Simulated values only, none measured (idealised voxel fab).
process module | voxel transistor to metal
cross-section cut | 280 nm wide | cells 5 nm
A cross-section is a grid of square cells, given in bands from the top down. A band is one or more rows of cells.
Each band's line starts with the height of the band's top and of its bottom, in nm. Then come its materials from left to right, each with its width in nm. One material with "throughout" fills the band from edge to edge. "air" is empty space.
Height 0 is the level under which the wafer as received is all one material. The lowest band goes on downwards, as in "0 down".
A width such as "30 to 40" changes by the same amount from each row of cells to the next, from the band's top row to its bottom row.
"no change" after a step means that no cell of the cross-section changed.
closed voids: empty space of 8 cells or more with no open way to the top, each as width x height at its distance from the left edge, in nm
after a step's settings: what the simulator itself notes on the step
overlay nm, on a step with a mask: how far to the right of its planned place the mask lay; to the left if negative
plan
1 op RECEIVE | material Si
2 op OXIDIZE | depth nm 5
3 op CONFORMAL_DEP | material SiN | thk nm 10
4 op MASKED_ETCH | tone cover | mask id ACTIVE | width nm 110 | pitch nm 135 | etch materials SiN | depth nm 10 | overlay nm 0
5 op MASKED_ETCH | tone cover | mask id ACTIVE | width nm 110 | pitch nm 135 | etch materials SiO2 | depth nm 5 | overlay nm 0
6 op MASKED_ETCH | tone cover | mask id ACTIVE | width nm 110 | pitch nm 135 | etch materials Si | depth nm 35 | overlay nm 0
7 op FILL_DEP | material SiO2 | thk nm 10
8 op CMP | height nm 10
9 op SELECTIVE_ETCH | etch materials SiO2 | depth nm 10
10 op STRIP | etch materials SiN
11 op SELECTIVE_ETCH | etch materials SiO2 | depth nm 5
12 op OXIDIZE | depth nm 5
13 op DIRECTIONAL_DEP | material polySi | thk nm 20
14 op DIRECTIONAL_DEP | material SiCN | thk nm 10
15 op PATTERN | tone cover | mask id GATE | material resist | width nm 30 | pitch nm 135 | thk nm 15 | overlay nm 0
16 op DIRECTIONAL_ETCH | etch materials SiCN | depth nm 20
17 op DIRECTIONAL_ETCH | etch materials polySi | depth nm 30
18 op STRIP | etch materials resist
19 op CONFORMAL_DEP | material SiN | thk nm 5
20 op DIRECTIONAL_ETCH | etch materials SiN | depth nm 5
21 op DIRECTIONAL_ETCH | etch materials SiO2 | depth nm 5
22 op DIRECTIONAL_ETCH | etch materials Si | depth nm 15
23 op EPI | material SiGe | thk nm 15
24 op FILL_DEP | material SiO2 | thk nm 10
25 op CMP | height nm 15
26 op STRIP | etch materials polySi
27 op SELECTIVE_ETCH | etch materials SiO2 | depth nm 5
28 op CONFORMAL_DEP | material HfO2 | thk nm 5
29 op CONFORMAL_DEP | material TiN | thk nm 5
30 op FILL_DEP | material W | thk nm 5
31 op CMP | height nm 10
32 op DIRECTIONAL_DEP | material SiO2 | thk nm 10
33 op MASKED_ETCH | tone open | mask id CONTACT | width nm 20 | etch materials SiO2 | depth nm 30 | overlay nm 0
34 op CONFORMAL_DEP | material TiN | thk nm 5
35 op FILL_DEP | material W | thk nm 5
36 op CMP | height nm 20
37 op DIRECTIONAL_DEP | material TiN | thk nm 5
38 op DIRECTIONAL_DEP | material W | thk nm 20
39 op PATTERN | tone cover | mask id METAL_1 | material resist | width nm 20 | thk nm 20 | overlay nm 0
40 op DIRECTIONAL_ETCH | etch materials W | depth nm 20
41 op DIRECTIONAL_ETCH | etch materials TiN | depth nm 5
42 op STRIP | etch materials resist
43 op CONFORMAL_DEP | material SiCN | thk nm 5
44 op FILL_DEP | material SiO2 | thk nm 5
45 op CMP | height nm 45
46 op CONFORMAL_DEP | material SiN | thk nm 5
as received, after step 1
  0 down: Si throughout
  closed voids: none
a wafer at the end: this start, this plan, one mistake
  50 to 45: SiN throughout
  45 to 25: SiO2 15 | SiCN 5 | W 20 | SiCN 5 | SiO2 50 | SiCN 5 | W 20 | SiCN 5 | SiO2 25 | SiCN 5 | W 20 | SiCN 5 | SiO2 50 | SiCN 5 | W 20 | SiCN 5 | SiO2 20
  25 to 20: SiCN 20 | TiN 20 | SiCN 60 | TiN 20 | SiCN 35 | TiN 20 | SiCN 60 | TiN 20 | SiCN 25
  20 to 10: SiO2 20 | TiN 5 | W 10 | TiN 5 | SiO2 60 | TiN 5 | W 10 | TiN 5 | SiO2 35 | TiN 5 | W 10 | TiN 5 | SiO2 60 | TiN 5 | W 10 | TiN 5 | SiO2 25
  10 to 5: SiO2 20 | TiN 5 | W 5 | TiN 10 | SiO2 10 | SiN 5 | HfO2 5 | TiN 5 | W 10 | TiN 5 | HfO2 5 | SiN 5 | SiO2 10 | TiN 10 | W 5 | TiN 5 | SiO2 35 | TiN 5 | W 5 | TiN 10 | SiO2 10 | SiN 5 | HfO2 5 | TiN 5 | W 10 | TiN 5 | HfO2 5 | SiN 5 | SiO2 10 | TiN 10 | W 5 | TiN 5 | SiO2 25
  5 to 0: SiO2 20 | TiN 5 | W 5 | TiN 5 | SiGe 15 | SiN 5 | HfO2 5 | TiN 5 | W 10 | TiN 5 | HfO2 5 | SiN 5 | SiGe 15 | TiN 5 | W 5 | TiN 5 | SiO2 35 | TiN 5 | W 5 | TiN 5 | SiGe 15 | SiN 5 | HfO2 5 | TiN 5 | W 10 | TiN 5 | HfO2 5 | SiN 5 | SiGe 15 | TiN 5 | W 5 | TiN 5 | SiO2 25
  0 to -5: SiO2 20 | TiN 5 | W 5 | TiN 5 | SiGe 15 | SiN 5 | HfO2 5 | TiN 20 | HfO2 5 | SiN 5 | SiGe 15 | TiN 5 | W 5 | TiN 5 | SiO2 35 | TiN 5 | W 5 | TiN 5 | SiGe 15 | SiN 5 | HfO2 5 | TiN 20 | HfO2 5 | SiN 5 | SiGe 15 | TiN 5 | W 5 | TiN 5 | SiO2 25
  -5 to -10: SiO2 20 | TiN 15 | SiGe 15 | HfO2 40 | SiGe 15 | TiN 15 | SiO2 35 | TiN 15 | SiGe 15 | HfO2 40 | SiGe 15 | TiN 15 | SiO2 25
  -10 to -15: SiO2 35 | SiGe 15 | Si 40 | SiGe 15 | SiO2 65 | SiGe 15 | Si 40 | SiGe 15 | SiO2 40
  -15 to -30: SiO2 15 | SiGe 35 | Si 40 | SiGe 35 | SiO2 25 | SiGe 35 | Si 40 | SiGe 35 | SiO2 20
  -30 to -40: SiO2 15 | Si 110 | SiO2 25 | Si 110 | SiO2 20
  -40 down: Si throughout
  closed voids: none
what went wrong: step 22 ran as: op DIRECTIONAL_ETCH | etch materials Si | depth nm 20
